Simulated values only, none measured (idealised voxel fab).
The name of this process module is voxel wiring stack.
Square cells of 5 nm make up the cross-section cut, whose width is 245 nm.
Cross-sections here: square-cell grids, written as top-down lists of bands, a band being one or more rows of cells.
Band: top height; bottom height; in nm. Then, left to right: material with width in nm, for each material. "everywhere": a single material spanning edge to edge. "air": empty space.
Measure heights from 0. That's the level where, below it, the as-received wafer is all one material. The lowest band is bottomless and extends downward; write it as in "0 nm and below".
With a width like "30..40", each row of cells in the band differs from the next by the same amount, the top row carrying the first number and the bottom row the second.
Take "no alteration" at face value: in the step it is given for, the cross-section changed in none of its cells.
In "Closed void register" the enclosed voids are listed, meaning empty spaces of 8 cells or larger without any opening to the top. The form is width x height at distance, distance from the left edge, units nm.
That trailing text on a step's line, after the settings, is the simulator's own remark on the step.
overlay nm: mask right of planned place by this much (step with mask). Neg. = left.
### Planned step list for the process
1,RECEIVE, material Si
2,CONFORMAL_DEP, material SiO2, thk nm 15
3,CONFORMAL_DEP, material SiN, thk nm 5
4,DIRECTIONAL_DEP, material SiO2, thk nm 20
5,PATTERN, tone open, mask id METAL_1, material resist, width nm 30, pitch nm 50, thk nm 15, overlay nm 0
6,DIRECTIONAL_ETCH, etch materials SiO2, depth nm 20
7,DIRECTIONAL_ETCH, etch materials SiN, depth nm 5
8,STRIP, etch materials resist
9,CONFORMAL_DEP, material TiN, thk nm 5
10,FILL_DEP, material W, thk nm 10
11,CMP, height nm 40
12,CONFORMAL_DEP, material SiCN, thk nm 5
13,DIRECTIONAL_DEP, material SiO2, thk nm 20
14,DIRECTIONAL_DEP, material aC, thk nm 15
15,PATTERN, tone open, mask id PLUG_1, material resist, width nm 15, pitch nm 50, thk nm 30, overlay nm 0
16,DIRECTIONAL_ETCH, etch materials aC, depth nm 15
17,STRIP, etch materials resist
18,DIRECTIONAL_ETCH, etch materials SiO2, depth nm 20
19,DIRECTIONAL_ETCH, etch materials SiCN, depth nm 5
20,STRIP, etch materials aC
21,CONFORMAL_DEP, material TiN, thk nm 5
22,FILL_DEP, material Cu, thk nm 5
23,CMP, height nm 65
24,DIRECTIONAL_DEP, material TiN, thk nm 5
25,DIRECTIONAL_DEP, material Ru, thk nm 15
26,MASKED_ETCH, tone cover, mask id METAL_2, width nm 30, pitch nm 50, etch materials Ru, depth nm 15, overlay nm 0
27,MASKED_ETCH, tone cover, mask id METAL_2, width nm 30, pitch nm 50, etch materials TiN, depth nm 5, overlay nm 0
28,FILL_DEP, material SiO2, thk nm 10
29,CMP, height nm 85
30,CONFORMAL_DEP, material SiCN, thk nm 5
31,DIRECTIONAL_DEP, material lowk, thk nm 10
32,MASKED_ETCH, tone open, mask id PLUG_2, width nm 15, pitch nm 50, etch materials lowk, depth nm 10, overlay nm 0
33,MASKED_ETCH, tone open, mask id PLUG_2, width nm 15, pitch nm 50, etch materials SiCN, depth nm 5, overlay nm 0
34,EPI, material Ru, thk nm 10
35,EPI, material Ru, thk nm 5
36,DIRECTIONAL_DEP, material TiN, thk nm 5
37,DIRECTIONAL_DEP, material W, thk nm 20
38,PATTERN, tone cover, mask id METAL_3, material resist, width nm 30, pitch nm 50, thk nm 15, overlay nm 0
39,DIRECTIONAL_ETCH, etch materials W, depth nm 20
40,DIRECTIONAL_ETCH, etch materials TiN, depth nm 5
41,STRIP, etch materials resist
42,CONFORMAL_DEP, material SiCN, thk nm 5
43,FILL_DEP, material SiO2, thk nm 5
44,CMP, height nm 125
45,CONFORMAL_DEP, material SiN, thk nm 5
### Delivered wafer in cross-section: state after step 1
    0 nm and below | Si everywhere
    Closed void register: none
### Run as planned - first of the two wafers cross-sectioned at the end of the module
    130 nm to 125 nm | SiN everywhere
    125 nm to 105 nm | SiO2 50 / SiCN 5 / W 30 / SiCN 5 / SiO2 10 / SiCN 5 / W 30 / SiCN 5 / SiO2 10 / SiCN 5 / W 30 / SiCN 5 / SiO2 55
    105 nm to 100 nm | SiCN 55 / TiN 30 / SiCN 20 / TiN 30 / SiCN 20 / TiN 30 / SiCN 60
    100 nm to 90 nm | lowk 55 / Ru 15 / lowk 35 / Ru 15 / lowk 35 / Ru 15 / lowk 75
    90 nm to 85 nm | SiCN 55 / Ru 15 / SiCN 35 / Ru 15 / SiCN 35 / Ru 15 / SiCN 75
    85 nm to 70 nm | SiO2 55 / Ru 30 / SiO2 20 / Ru 30 / SiO2 20 / Ru 30 / SiO2 60
    70 nm to 65 nm | SiO2 55 / TiN 30 / SiO2 20 / TiN 30 / SiO2 20 / TiN 30 / SiO2 60
    65 nm to 45 nm | SiO2 55 / TiN 5 / Cu 5 / TiN 5 / SiO2 35 / TiN 5 / Cu 5 / TiN 5 / SiO2 35 / TiN 5 / Cu 5 / TiN 5 / SiO2 75
    45 nm to 40 nm | SiCN 55 / TiN 15 / SiCN 35 / TiN 15 / SiCN 35 / TiN 15 / SiCN 75
    40 nm to 20 nm | SiO2 55 / TiN 5 / W 20 / TiN 5 / SiO2 20 / TiN 5 / W 20 / TiN 5 / SiO2 20 / TiN 5 / W 20 / TiN 5 / SiO2 60
    20 nm to 15 nm | SiN 55 / TiN 30 / SiN 20 / TiN 30 / SiN 20 / TiN 30 / SiN 60
    15 nm to 0 nm | SiO2 everywhere
    0 nm and below | Si everywhere
    Closed void register: none
### Here's the second of our two wafers sectioned at module end. Same start as the first, same plan, but one mistake got made running it
    130 nm to 125 nm | SiN everywhere
    125 nm to 105 nm | SiO2 50 / SiCN 5 / W 30 / SiCN 5 / SiO2 10 / SiCN 5 / W 30 / SiCN 5 / SiO2 10 / SiCN 5 / W 30 / SiCN 5 / SiO2 55
    105 nm to 100 nm | SiCN 55 / TiN 30 / SiCN 20 / TiN 30 / SiCN 20 / TiN 30 / SiCN 60
    100 nm to 90 nm | lowk 55 / Ru 15 / lowk 35 / Ru 15 / lowk 35 / Ru 15 / lowk 75
    90 nm to 85 nm | SiCN 55 / Ru 15 / SiCN 35 / Ru 15 / SiCN 35 / Ru 15 / SiCN 75
    85 nm to 70 nm | SiO2 65 / Ru 30 / SiO2 20 / Ru 30 / SiO2 20 / Ru 30 / SiO2 50
    70 nm to 65 nm | SiO2 55 / TiN 40 / SiO2 10 / TiN 40 / SiO2 10 / TiN 40 / SiO2 50
    65 nm to 45 nm | SiO2 55 / TiN 5 / Cu 5 / TiN 5 / SiO2 35 / TiN 5 / Cu 5 / TiN 5 / SiO2 35 / TiN 5 / Cu 5 / TiN 5 / SiO2 75
    45 nm to 40 nm | SiCN 55 / TiN 15 / SiCN 35 / TiN 15 / SiCN 35 / TiN 15 / SiCN 75
    40 nm to 20 nm | SiO2 55 / TiN 5 / W 20 / TiN 5 / SiO2 20 / TiN 5 / W 20 / TiN 5 / SiO2 20 / TiN 5 / W 20 / TiN 5 / SiO2 60
    20 nm to 15 nm | SiN 55 / TiN 30 / SiN 20 / TiN 30 / SiN 20 / TiN 30 / SiN 60
    15 nm to 0 nm | SiO2 everywhere
    0 nm and below | Si everywhere
    Closed void register: none
Against the plan, the run slipped here: rather than as planned, step 26 actually ran as MASKED_ETCH, tone cover, mask id METAL_2, width nm 30, pitch nm 50, etch materials Ru, depth nm 15, overlay nm 10
End check, counted in cells, second wafer has more or fewer of these materials than the first: 6 fewer of SiO2 | 6 more of TiN
